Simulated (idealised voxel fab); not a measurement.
Documented hereafter: the process module known as voxel spacer lines.
Section cut is 280 nm wide and gridded with 5 nm square cells.
Cross-section spec: square-cell grid; bands listed top down; each band is one or more rows.
Within each band entry, the heights of the top and of the bottom of the band appear first, in that order and in nm; the materials of the band then follow from left to right, each with its corresponding width in nm. The designation "full width" on a single material indicates that it fills the band from edge to edge; the designation "empty" indicates empty space.
Heads up on the height convention: 0 is the point under which the incoming wafer is all one material, and the lowest band has no bottom, it just keeps going down, like "0 and below".
The expression "30..40" gives the width at the extremes of the band, the first number at its top row of cells and the second at its bottom row, with the width changing by equal amounts from each row to the next in between.
"same as before" -> step changed no cross-section cell.
"Trapped voids" specifies each empty space that is not open to the top and that occupies no fewer than 8 cells, using the form width x height at distance, the distance measured from the left edge and all three quantities in nm.
Heads up: the bit after the settings on a step's line is the simulator's remark on that step.
overlay nm: mask offset rightward from planned place, masked step; negative means leftward offset.

**Intended process steps**
1. RECEIVE [material Si]
2. CONFORMAL_DEP [material Al2O3] [thk nm 10]
3. DIRECTIONAL_DEP [material W] [thk nm 10]
4. DIRECTIONAL_DEP [material polySi] [thk nm 20]
5. PATTERN [tone cover] [mask id MANDREL] [material resist] [width nm 15] [pitch nm 50] [thk nm 25] [overlay nm 0]
6. DIRECTIONAL_ETCH [etch materials polySi] [depth nm 20]
7. STRIP [etch materials resist]
8. CONFORMAL_DEP [material SiO2] [thk nm 10]
9. DIRECTIONAL_ETCH [etch materials SiO2] [depth nm 10]
10. STRIP [etch materials polySi]
11. DIRECTIONAL_ETCH [etch materials W] [depth nm 10]
12. STRIP [etch materials SiO2]
13. FILL_DEP [material lowk] [thk nm 5]
14. CMP [height nm 20]

**Here's what the wafer looked like in cross-section when it arrived - that's after step 1**
  0 and below  Si full width
  Trapped voids: none

**Looking at the first of two wafers in cross-section at end of module - ran to plan**
  20 down to 10  lowk (95), W (10), lowk (15), W (10), lowk (15), W (10), lowk (15), W (10), lowk (100)
  10 down to 0  Al2O3 full width
  0 and below  Si full width
  Trapped voids: none

**This cross-section belongs to the second wafer of two at the end of the module; the start and the plan were shared with the first, and the run included one mistake**
  20 down to 10  lowk full width
  10 down to 0  Al2O3 full width
  0 and below  Si full width
  Trapped voids: none
Plan not followed: step 3 did not happen as planned, as run it was DIRECTIONAL_DEP [material lowk] [thk nm 10]
The second wafer ends with more or fewer cells of some materials than the first, per final count: W -16 | lowk +16
